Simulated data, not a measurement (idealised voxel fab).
Process module, titled voxel capacitor over wiring
Shown is cross-section cut, with a width of 275 nm and square cells of size 5 nm.
The cross-sections in this document take the form of a grid made of square cells. They are written out as bands, in order from top to bottom. Each band consists of one or more rows of cells.
The band entry comprises the height of the band's top followed by the height of its bottom, expressed in nm, and subsequently the band's materials from left to right, each stated together with its width in nm. Where a single material is marked with the word "everywhere", that material fills the band from edge to edge. The word "empty" represents empty space.
Heights are measured from 0, the level below which the as-received wafer is all one material; the lowest band has no bottom and continues downward, written as in "0 and below".
With a width like "30->40", each row of cells in the band differs from the next by the same amount, the top row carrying the first number and the bottom row the second.
Where the words "remained the same" appear for a step, the cross-section shows no cell changed by that step; every cell remained as before.
Any empty space of 8 cells or more lacking an open way to the top shows up in "Trapped void list" as width x height at distance, distance from the left edge, in nm.
Step line, after settings: the simulator's comment on this step.
When a step includes a mask, the "overlay nm" setting on its line states how far to the right of its planned place that mask lay, and negative values state how far to the left.
If you're wondering how to read the rest of this, here's the deal. It's pairs of cross-sections: one from before a process step, one from after it. The after one is only drawn as far down as the lowest band that changed. Right under each pair you'll see which step sits between them and what its settings were. Don't read the pairs as one continuous story, though. They can come from different runs of this module on the same starting wafer, and a pair only carries on from the one above it where its entry headed "Preceding state" says so.
Preceding state:
> 65 down to 60: 95 of empty | 60 of TiN | 120 of empty
> 60 down to 55: 95 of empty | 60 of HfO2 | 120 of empty
> 55 down to 45: TiN everywhere
> 45 down to 35: 95 of SiO2 | 15 of Ru | 165 of SiO2
> 35 down to 30: 105 of SiCN | 5 of Ru | 165 of SiCN
> 30 down to 15: 80 of SiO2 | 5 of SiCN | 25 of W | 5 of SiCN | 45 of SiO2 | 5 of SiCN | 25 of W | 5 of SiCN | 80 of SiO2
> 15 down to 10: 85 of SiCN | 25 of TiN | 55 of SiCN | 25 of TiN | 85 of SiCN
> 10 down to 0: SiO2 everywhere
> 0 and below: Si everywhere
> Trapped void list: none
Step Result:
> 65 down to 60: 95 of empty | 60 of TiN | 120 of empty
> 60 down to 55: 95 of empty | 60 of HfO2 | 120 of empty
> 55 down to 45: 90 of empty | 70 of TiN | 115 of empty
> Unchanged below 45.
> Trapped void list: none
Process step bridging the above cross-sections: MASKED_ETCH | tone cover | mask id LOWER_PLATE | width nm 70 | etch materials TiN | depth nm 10 | overlay nm 0
Preceding state: The prior state of this step coincides with the post-step cross-section of the pair just above.
Step Result:
> 85 down to 65: SiO2 everywhere
> 65 down to 60: 95 of SiO2 | 60 of TiN | 120 of SiO2
> 60 down to 55: 95 of SiO2 | 60 of HfO2 | 120 of SiO2
> 55 down to 45: 90 of SiO2 | 70 of TiN | 115 of SiO2
> Unchanged below 45.
> Trapped void list: none
Process step bridging the above cross-sections: FILL_DEP | material SiO2 | thk nm 20
Preceding state: The prior state of this step coincides with the post-step cross-section of the pair just above.
Step Result:
> 80 down to 65: SiO2 everywhere
> Unchanged below 65.
> Trapped void list: none
Process step bridging the above cross-sections: CMP | height nm 80
Preceding state: The prior state of this step coincides with the post-step cross-section of the pair just above.
Step Result:
> 90 down to 80: aC everywhere
> Unchanged below 80.
> Trapped void list: none
Process step bridging the above cross-sections: DIRECTIONAL_DEP | material aC | thk nm 10
Preceding state: The prior state of this step coincides with the post-step cross-section of the pair just above.
Step Result:
> 120 down to 90: 105 of resist | 15 of empty | 155 of resist
> Unchanged below 90.
> Trapped void list: none
Process step bridging the above cross-sections: PATTERN | tone open | mask id PLUG_2 | material resist | width nm 15 | thk nm 30 | overlay nm 0
Preceding state: The prior state of this step coincides with the post-step cross-section of the pair just above.
Step Result:
> 110 down to 90: 105 of resist | 15 of empty | 155 of resist
> 90 down to 80: 105 of aC | 15 of empty | 155 of aC
> Unchanged below 80.
> Trapped void list: none
Process step bridging the above cross-sections: DIRECTIONAL_ETCH | etch materials aC | depth nm 10
Preceding state: The prior state of this step coincides with the post-step cross-section of the pair just above.
Step Result:
> 90 down to 80: 105 of aC | 15 of empty | 155 of aC
> Unchanged below 80.
> Trapped void list: none
Process step bridging the above cross-sections: STRIP | etch materials resist
Preceding state: The prior state of this step coincides with the post-step cross-section of the pair just above.
Step Result:
> 90 down to 80: 105 of aC | 15 of empty | 155 of aC
> 80 down to 65: 105 of SiO2 | 15 of empty | 155 of SiO2
> Unchanged below 65.
> Trapped void list: none
Process step bridging the above cross-sections: DIRECTIONAL_ETCH | etch materials SiO2 | depth nm 15
Preceding state: The prior state of this step coincides with the post-step cross-section of the pair just above.
Step Result:
> 80 down to 65: 105 of SiO2 | 15 of empty | 155 of SiO2
> Unchanged below 65.
> Trapped void list: none
Process step bridging the above cross-sections: STRIP | etch materials aC
Preceding state: The prior state of this step coincides with the post-step cross-section of the pair just above.
Step Result:
> 85 down to 80: 110 of TiN | 5 of empty | 160 of TiN
> 80 down to 70: 105 of SiO2 | 5 of TiN | 5 of empty | 5 of TiN | 155 of SiO2
> 70 down to 60: 105->95 of SiO2 | 15->60 of TiN | 155->120 of SiO2
> Unchanged below 60.
> Trapped void list: none
Process step bridging the above cross-sections: CONFORMAL_DEP | material TiN | thk nm 5
Preceding state: The prior state of this step coincides with the post-step cross-section of the pair just above.
Step Result:
> 90 down to 85: W everywhere
> 85 down to 80: 110 of TiN | 5 of W | 160 of TiN
> 80 down to 70: 105 of SiO2 | 5 of TiN | 5 of W | 5 of TiN | 155 of SiO2
> Unchanged below 70.
> Trapped void list: none
Process step bridging the above cross-sections: FILL_DEP | material W | thk nm 5
Preceding state: The prior state of this step coincides with the post-step cross-section of the pair just above.
Step Result:
> 80 down to 70: 105 of SiO2 | 5 of TiN | 5 of W | 5 of TiN | 155 of SiO2
> Unchanged below 70.
> Trapped void list: none
Process step bridging the above cross-sections: CMP | height nm 80
Preceding state: The prior state of this step coincides with the post-step cross-section of the pair just above.
Step Result:
> 85 down to 80: SiCN everywhere
> Unchanged below 80.
> Trapped void list: none
Process step bridging the above cross-sections: CONFORMAL_DEP | material SiCN | thk nm 5
Preceding state:
> 55 down to 45: TiN everywhere
> 45 down to 35: 95 of SiO2 | 15 of Ru | 165 of SiO2
> 35 down to 30: 95 of SiCN | 15 of Ru | 165 of SiCN
> 30 down to 15: 80 of SiO2 | 5 of SiCN | 25 of W | 5 of SiCN | 45 of SiO2 | 5 of SiCN | 25 of W | 5 of SiCN | 80 of SiO2
> 15 down to 10: 85 of SiCN | 25 of TiN | 55 of SiCN | 25 of TiN | 85 of SiCN
> 10 down to 0: SiO2 everywhere
> 0 and below: Si everywhere
> Trapped void list: none
Step Result:
> 60 down to 55: Ru everywhere
> Unchanged below 55.
> Trapped void list: none
Process step bridging the above cross-sections: DIRECTIONAL_DEP | material Ru | thk nm 5
Preceding state: The prior state of this step coincides with the post-step cross-section of the pair just above.
Step Result:
> 65 down to 60: TiN everywhere
> Unchanged below 60.
> Trapped void list: none
Process step bridging the above cross-sections: DIRECTIONAL_DEP | material TiN | thk nm 5
Preceding state: The prior state of this step coincides with the post-step cross-section of the pair just above.
Step Result:
> 80 down to 65: aC everywhere
> Unchanged below 65.
> Trapped void list: none
Process step bridging the above cross-sections: DIRECTIONAL_DEP | material aC | thk nm 15
Preceding state: The prior state of this step coincides with the post-step cross-section of the pair just above.
Step Result:
> 110 down to 80: 95 of empty | 60 of resist | 120 of empty
> Unchanged below 80.
> Trapped void list: none
Process step bridging the above cross-sections: PATTERN | tone cover | mask id UPPER_PLATE | material resist | width nm 60 | thk nm 30 | overlay nm 0
Preceding state: The prior state of this step coincides with the post-step cross-section of the pair just above.
Step Result:
> 95 down to 80: 95 of empty | 60 of resist | 120 of empty
> 80 down to 65: 95 of empty | 60 of aC | 120 of empty
> Unchanged below 65.
> Trapped void list: none
Process step bridging the above cross-sections: DIRECTIONAL_ETCH | etch materials aC | depth nm 15
Preceding state: The prior state of this step coincides with the post-step cross-section of the pair just above.
Step Result:
> 80 down to 65: 95 of empty | 60 of aC | 120 of empty
> Unchanged below 65.
> Trapped void list: none
Process step bridging the above cross-sections: STRIP | etch materials resist
Preceding state: The prior state of this step coincides with the post-step cross-section of the pair just above.
Step Result:
> 80 down to 65: 95 of empty | 60 of aC | 120 of empty
> 65 down to 60: 95 of empty | 60 of TiN | 120 of empty
> Unchanged below 60.
> Trapped void list: none
Process step bridging the above cross-sections: DIRECTIONAL_ETCH | etch materials TiN | depth nm 5
Preceding state: The prior state of this step coincides with the post-step cross-section of the pair just above.
Step Result:
> 65 down to 60: 95 of empty | 60 of TiN | 120 of empty
> Unchanged below 60.
> Trapped void list: none
Process step bridging the above cross-sections: STRIP | etch materials aC
Preceding state: The prior state of this step coincides with the post-step cross-section of the pair just above.
Step Result:
> 85 down to 65: SiO2 everywhere
> 65 down to 60: 95 of SiO2 | 60 of TiN | 120 of SiO2
> Unchanged below 60.
> Trapped void list: none
Process step bridging the above cross-sections: FILL_DEP | material SiO2 | thk nm 20
Preceding state: The prior state of this step coincides with the post-step cross-section of the pair just above.
Step Result:
> 80 down to 65: SiO2 everywhere
> Unchanged below 65.
> Trapped void list: none
Process step bridging the above cross-sections: CMP | height nm 80
Preceding state: The prior state of this step coincides with the post-step cross-section of the pair just above.
Step Result:
> 90 down to 80: aC everywhere
> Unchanged below 80.
> Trapped void list: none
Process step bridging the above cross-sections: DIRECTIONAL_DEP | material aC | thk nm 10
Preceding state: The prior state of this step coincides with the post-step cross-section of the pair just above.
Step Result:
> 120 down to 90: 105 of resist | 15 of empty | 155 of resist
> Unchanged below 90.
> Trapped void list: none
Process step bridging the above cross-sections: PATTERN | tone open | mask id PLUG_2 | material resist | width nm 15 | thk nm 30 | overlay nm 0
Preceding state: The prior state of this step coincides with the post-step cross-section of the pair just above.
Step Result:
> 110 down to 90: 105 of resist | 15 of empty | 155 of resist
> 90 down to 80: 105 of aC | 15 of empty | 155 of aC
> Unchanged below 80.
> Trapped void list: none
Process step bridging the above cross-sections: DIRECTIONAL_ETCH | etch materials aC | depth nm 10
Preceding state: The prior state of this step coincides with the post-step cross-section of the pair just above.
Step Result:
> 90 down to 80: 105 of aC | 15 of empty | 155 of aC
> Unchanged below 80.
> Trapped void list: none
Process step bridging the above cross-sections: STRIP | etch materials resist
Preceding state: The prior state of this step coincides with the post-step cross-section of the pair just above.
Step Result:
> 90 down to 80: 105 of aC | 15 of empty | 155 of aC
> 80 down to 65: 105 of SiO2 | 15 of empty | 155 of SiO2
> Unchanged below 65.
> Trapped void list: none
Process step bridging the above cross-sections: DIRECTIONAL_ETCH | etch materials SiO2 | depth nm 15
Preceding state: The prior state of this step coincides with the post-step cross-section of the pair just above.
Step Result:
> 80 down to 65: 105 of SiO2 | 15 of empty | 155 of SiO2
> Unchanged below 65.
> Trapped void list: none
Process step bridging the above cross-sections: STRIP | etch materials aC
Preceding state: The prior state of this step coincides with the post-step cross-section of the pair just above.
Step Result:
> 85 down to 80: 110 of TiN | 5 of empty | 160 of TiN
> 80 down to 70: 105 of SiO2 | 5 of TiN | 5 of empty | 5 of TiN | 155 of SiO2
> 70 down to 60: 105->95 of SiO2 | 15->60 of TiN | 155->120 of SiO2
> Unchanged below 60.
> Trapped void list: none
Process step bridging the above cross-sections: CONFORMAL_DEP | material TiN | thk nm 5
Preceding state: The prior state of this step coincides with the post-step cross-section of the pair just above.
Step Result:
> 90 down to 85: W everywhere
> 85 down to 80: 110 of TiN | 5 of W | 160 of TiN
> 80 down to 70: 105 of SiO2 | 5 of TiN | 5 of W | 5 of TiN | 155 of SiO2
> Unchanged below 70.
> Trapped void list: none
Process step bridging the above cross-sections: FILL_DEP | material W | thk nm 5
Preceding state: The prior state of this step coincides with the post-step cross-section of the pair just above.
Step Result:
> 80 down to 70: 105 of SiO2 | 5 of TiN | 5 of W | 5 of TiN | 155 of SiO2
> Unchanged below 70.
> Trapped void list: none
Process step bridging the above cross-sections: CMP | height nm 80
Preceding state: The prior state of this step coincides with the post-step cross-section of the pair just above.
Step Result:
> 85 down to 80: SiCN everywhere
> Unchanged below 80.
> Trapped void list: none
Process step bridging the above cross-sections: CONFORMAL_DEP | material SiCN | thk nm 5
Preceding state:
> 90 down to 80: aC everywhere
> 80 down to 65: SiO2 everywhere
> 65 down to 60: 95 of SiO2 | 60 of TiN | 120 of SiO2
> 60 down to 55: 95 of SiO2 | 60 of HfO2 | 120 of SiO2
> 55 down to 45: 90 of SiO2 | 70 of TiN | 115 of SiO2
> 45 down to 35: 95 of SiO2 | 15 of Ru | 165 of SiO2
> 35 down to 30: 95 of SiCN | 15 of Ru | 165 of SiCN
> 30 down to 15: 80 of SiO2 | 5 of SiCN | 25 of W | 5 of SiCN | 45 of SiO2 | 5 of SiCN | 25 of W | 5 of SiCN | 80 of SiO2
> 15 down to 10: 85 of SiCN | 25 of TiN | 55 of SiCN | 25 of TiN | 85 of SiCN
> 10 down to 0: SiO2 everywhere
> 0 and below: Si everywhere
> Trapped void list: none
Step Result:
> 120 down to 90: 105 of empty | 15 of resist | 155 of empty
> Unchanged below 90.
> Trapped void list: none
Process step bridging the above cross-sections: PATTERN | tone cover | mask id PLUG_2 | material resist | width nm 15 | thk nm 30 | overlay nm 0
Preceding state: The prior state of this step coincides with the post-step cross-section of the pair just above.
Step Result:
> 110 down to 90: 105 of empty | 15 of resist | 155 of empty
> 90 down to 80: 105 of empty | 15 of aC | 155 of empty
> Unchanged below 80.
> Trapped void list: none
Process step bridging the above cross-sections: DIRECTIONAL_ETCH | etch materials aC | depth nm 10
Preceding state: The prior state of this step coincides with the post-step cross-section of the pair just above.
Step Result:
> 90 down to 80: 105 of empty | 15 of aC | 155 of empty
> Unchanged below 80.
> Trapped void list: none
Process step bridging the above cross-sections: STRIP | etch materials resist
Preceding state: The prior state of this step coincides with the post-step cross-section of the pair just above.
Step Result:
> 90 down to 80: 105 of empty | 15 of aC | 155 of empty
> 80 down to 65: 105 of empty | 15 of SiO2 | 155 of empty
> Unchanged below 65.
> Trapped void list: none
Process step bridging the above cross-sections: DIRECTIONAL_ETCH | etch materials SiO2 | depth nm 15
Preceding state: The prior state of this step coincides with the post-step cross-section of the pair just above.
Step Result:
> 80 down to 65: 105 of empty | 15 of SiO2 | 155 of empty
> Unchanged below 65.
> Trapped void list: none
Process step bridging the above cross-sections: STRIP | etch materials aC
Preceding state: The prior state of this step coincides with the post-step cross-section of the pair just above.
Step Result:
> 85 down to 80: 100 of empty | 25 of TiN | 150 of empty
> 80 down to 70: 100 of empty | 5 of TiN | 15 of SiO2 | 5 of TiN | 150 of empty
> 70 down to 65: 105 of TiN | 15 of SiO2 | 155 of TiN
> Unchanged below 65.
> Trapped void list: none
Process step bridging the above cross-sections: CONFORMAL_DEP | material TiN | thk nm 5
Preceding state: The prior state of this step coincides with the post-step cross-section of the pair just above.
Step Result:
> 90 down to 85: W everywhere
> 85 down to 80: 100 of W | 25 of TiN | 150 of W
> 80 down to 70: 100 of W | 5 of TiN | 15 of SiO2 | 5 of TiN | 150 of W
> Unchanged below 70.
> Trapped void list: none
Process step bridging the above cross-sections: FILL_DEP | material W | thk nm 5
Preceding state: The prior state of this step coincides with the post-step cross-section of the pair just above.
Step Result:
> 80 down to 70: 100 of W | 5 of TiN | 15 of SiO2 | 5 of TiN | 150 of W
> Unchanged below 70.
> Trapped void list: none
Process step bridging the above cross-sections: CMP | height nm 80
Preceding state: The prior state of this step coincides with the post-step cross-section of the pair just above.
Step Result:
> 85 down to 80: SiCN everywhere
> Unchanged below 80.
> Trapped void list: none
Process step bridging the above cross-sections: CONFORMAL_DEP | material SiCN | thk nm 5
